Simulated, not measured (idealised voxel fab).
You're looking at the process module voxel local oxidation.
Xsec cut, 270 nm wide, square cell size 5 nm.
For the purposes of this document, a cross-section shall be understood as a grid of square cells, specified as bands listed in top-to-bottom order, each band consisting of one or more rows of cells.
The entry gives the band's vertical extent as a top height and a bottom height in nm, then its horizontal make-up as materials from left to right, each with a width in nm. "air" stands for empty space; a single material marked "everywhere" fills the band edge to edge.
Height datum 0, below which the as-received substrate wafer is one material. Lowest band open at the bottom, running downward: "0 down".
Note: "30->40" means the width goes from the first number (top row of the band) to the second number (bottom row) in equal steps per row of cells.
Any step labelled "nothing different" changed none of the cells in the cross-section.
"closed voids": empty spaces of 8 cells or more with no open way to the top, each given as width x height at distance, distance from the left edge, all in nm.
Anything after a step's settings on that line? It's the simulator's own note about the step.
The setting "overlay nm" may be written on the line of a step. When the step uses a mask, the value reports how far to the right of the planned place the mask lay, and a negative value reports that it lay to the left.
**Process steps foreseen in the plan**
1 RECEIVE [material Si]
2 CONFORMAL_DEP [material SiO2] [thk nm 5]
3 CONFORMAL_DEP [material SiN] [thk nm 10]
4 PATTERN [tone cover] [mask id ACTIVE] [material resist] [width nm 110] [thk nm 20] [overlay nm 0]
5 DIRECTIONAL_ETCH [etch materials SiN] [depth nm 10]
6 STRIP [etch materials resist]
7 SELECTIVE_ETCH [etch materials SiO2] [depth nm 5]
8 OXIDIZE [depth nm 10]
9 STRIP [etch materials SiN]
Don't read the plan's thk nm for step 2 as applying to every wafer: that's the first wafer's value, and the wafers differ in it, though they all start identical.
**The first of several wafers in cross-section, exactly as it reached us after step 1**
    0 down | Si everywhere
    closed voids: none
**Cross-section of the first of several wafers, taken after step 9, where the module ends**
    5 to 0 | 85 air | 100 SiO2 | 85 air
    0 to -10 | 95 SiO2 | 80 Si | 95 SiO2
    -10 down | Si everywhere
    closed voids: none
**The last wafer as seen in cross-section at the end of the module**
    20 to 15 | 85 air | 100 SiO2 | 85 air
    15 to 0 | SiO2 everywhere
    0 down | Si everywhere
    closed voids: none
**Where each wafer stands at the end of the module, a row apiece: cells of each material gained (+) or lost (-) since it was received, then closed voids**
thk nm 5, -76 Si, +96 SiO2, closed voids: none
thk nm 10, +74 SiO2, closed voids: none
thk nm 15, +128 SiO2, closed voids: none
thk nm 20, +182 SiO2, closed voids: none
